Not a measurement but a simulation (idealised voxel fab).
You're looking at the process module voxel air gaps.
Each square cell in cross-section cut measures 5 nm, and the section as a whole is 210 nm wide.
For the purposes of this document, a cross-section shall be understood as a grid of square cells, specified as bands listed in top-to-bottom order, each band consisting of one or more rows of cells. Band entry format. Leading values: height of top, height of bottom, nm. Remainder: materials in left-to-right order, each with its width in nm. Special words: "full width" on a single material, which then fills the band edge to edge; "blank", empty space. Height 0 is the level under which the wafer as received is all one material. The lowest band goes on downwards, as in "top 0, no bottom". Read "30 to 40" as a graded width: first number on top, second number at the bottom, same change between each pair of neighbouring rows. For the purposes of this document, the phrase "stayed the same" attached to a step denotes that no cell within the cross-section was modified by that step. What "Entrapped voids" gives you is every empty space of 8 cells or more that is cut off from the top. Each appears as width x height at distance, with the distance taken from the left edge and width, height and distance all in nm. Where a step's line continues beyond its settings, the continuation is a remark by the simulator itself on that step. "overlay nm" answers the question of how far to the right of plan the mask lay on a step that has a mask, and when it is negative the answer is to the left.

Set out below are the planned steps of the process
step 1: op RECEIVE | material Si
step 2: op CONFORMAL_DEP | material SiO2 | thk nm 15
step 3: op CONFORMAL_DEP | material SiCN | thk nm 5
step 4: op DIRECTIONAL_DEP | material SiO2 | thk nm 40
step 5: op DIRECTIONAL_DEP | material aC | thk nm 15
step 6: op PATTERN | tone open | mask id LINES | material resist | width nm 20 | pitch nm 50 | thk nm 35 | overlay nm 0
step 7: op DIRECTIONAL_ETCH | etch materials aC | depth nm 15
step 8: op STRIP | etch materials resist
step 9: op DIRECTIONAL_ETCH | etch materials SiO2 | depth nm 40
step 10: op STRIP | etch materials aC
step 11: op CONFORMAL_DEP | material TiN | thk nm 5
step 12: op FILL_DEP | material Ru | thk nm 10
step 13: op CMP | height nm 60
step 14: op EPI | material Ru | thk nm 10
step 15: op SELECTIVE_ETCH | etch materials SiO2 | depth nm 50
step 16: op CONFORMAL_DEP | material SiCN | thk nm 5

Wafer cross-section on receipt, i.e. after step 1
- top 0, no bottom | Si full width
- Entrapped voids: none

Same starting wafer, same plan as above, one mistake in the execution; this is the cross-section at the end of the module
- top 75, bottom 70 | 5 blank, then 205 SiCN
- top 70, bottom 60 | 5 blank, then 5 SiCN, then 45 Ru, then 5 SiCN, then 45 Ru, then 5 SiCN, then 45 Ru, then 5 SiCN, then 45 Ru, then 5 SiCN
- top 60, bottom 55 | 5 blank, then 15 SiCN, then 5 TiN, then 15 Ru, then 5 TiN, then 25 SiCN, then 5 TiN, then 15 Ru, then 5 TiN, then 25 SiCN, then 5 TiN, then 15 Ru, then 5 TiN, then 25 SiCN, then 5 TiN, then 15 Ru, then 5 TiN, then 15 SiCN
- top 55, bottom 25 | 15 blank, then 5 SiCN, then 5 TiN, then 15 Ru, then 5 TiN, then 5 SiCN, then 15 blank, then 5 SiCN, then 5 TiN, then 15 Ru, then 5 TiN, then 5 SiCN, then 15 blank, then 5 SiCN, then 5 TiN, then 15 Ru, then 5 TiN, then 5 SiCN, then 15 blank, then 5 SiCN, then 5 TiN, then 15 Ru, then 5 TiN, then 5 SiCN, then 10 blank
- top 25, bottom 20 | 20 SiCN, then 25 TiN, then 25 SiCN, then 25 TiN, then 25 SiCN, then 25 TiN, then 25 SiCN, then 25 TiN, then 15 SiCN
- top 20, bottom 15 | SiCN full width
- top 15, bottom 0 | SiO2 full width
- top 0, no bottom | Si full width
- Entrapped voids: 15 x 30 at 50; 15 x 30 at 100; 15 x 30 at 150; 10 x 30 at 200
Want to know what went wrong? step 6: run off-plan, actual operation and settings op PATTERN | tone open | mask id LINES | material resist | width nm 25 | pitch nm 50 | thk nm 35 | overlay nm 0
